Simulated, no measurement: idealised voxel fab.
process module | voxel ribs on slabs
cross-section cut | 290 nm wide | cells 5 nm
A cross-section is a grid of square cells, given in bands from the top down. A band is one or more rows of cells.
Each band's line starts with the height of the band's top and of its bottom, in nm. Then come its materials from left to right, each with its width in nm. One material with "throughout" fills the band from edge to edge. "air" is empty space.
Height 0 is the level under which the wafer as received is all one material. The lowest band goes on downwards, as in "0 down".
A width such as "30 to 40" changes by the same amount from each row of cells to the next, from the band's top row to its bottom row.
"no change" after a step means that no cell of the cross-section changed.
closed voids: empty space of 8 cells or more with no open way to the top, each as width x height at its distance from the left edge, in nm
after a step's settings: what the simulator itself notes on the step
overlay nm, on a step with a mask: how far to the right of its planned place the mask lay; to the left if negative
plan
1 op RECEIVE | material Si
2 op DIRECTIONAL_DEP | material SiO2 | thk nm 20
3 op DIRECTIONAL_DEP | material polySi | thk nm 15
4 op DIRECTIONAL_DEP | material aC | thk nm 15
5 op PATTERN | tone cover | mask id RIB | material resist | width nm 15 | thk nm 30 | overlay nm 0
6 op DIRECTIONAL_ETCH | etch materials aC | depth nm 15
7 op STRIP | etch materials resist
8 op DIRECTIONAL_ETCH | etch materials polySi | depth nm 10
9 op STRIP | etch materials aC
10 op MASKED_ETCH | tone cover | mask id SLAB | width nm 45 | etch materials polySi | depth nm 5 | overlay nm 0
11 op FILL_DEP | material SiO2 | thk nm 25
12 op CMP | height nm 55
13 op DIRECTIONAL_DEP | material W | thk nm 10
14 op DIRECTIONAL_DEP | material aC | thk nm 15
15 op PATTERN | tone cover | mask id HEATER | material resist | width nm 25 | thk nm 30 | overlay nm 0
16 op DIRECTIONAL_ETCH | etch materials aC | depth nm 15
17 op STRIP | etch materials resist
18 op DIRECTIONAL_ETCH | etch materials W | depth nm 10
19 op STRIP | etch materials aC
20 op CONFORMAL_DEP | material SiN | thk nm 5
as received, after step 1
  0 down: Si throughout
  closed voids: none
first wafer at the end, as planned
  70 to 65: air 125 | SiN 35 | air 130
  65 to 60: air 125 | SiN 5 | W 25 | SiN 5 | air 130
  60 to 55: SiN 130 | W 25 | SiN 135
  55 to 35: SiO2 throughout
  35 to 25: SiO2 135 | polySi 15 | SiO2 140
  25 to 20: SiO2 120 | polySi 45 | SiO2 125
  20 to 0: SiO2 throughout
  0 down: Si throughout
  closed voids: none
second wafer at the end: like start, like plan, one mistake
  70 to 65: air 125 | SiN 35 | air 130
  65 to 60: air 125 | SiN 5 | W 25 | SiN 5 | air 130
  60 to 55: SiN 130 | W 25 | SiN 135
  55 to 15: SiO2 throughout
  15 to 0: polySi throughout
  0 down: Si throughout
  closed voids: none
what went wrong: steps 2 and 3 were swapped
at the end the second wafer has, in cells: 159 fewer of SiO2 | 159 more of polySi
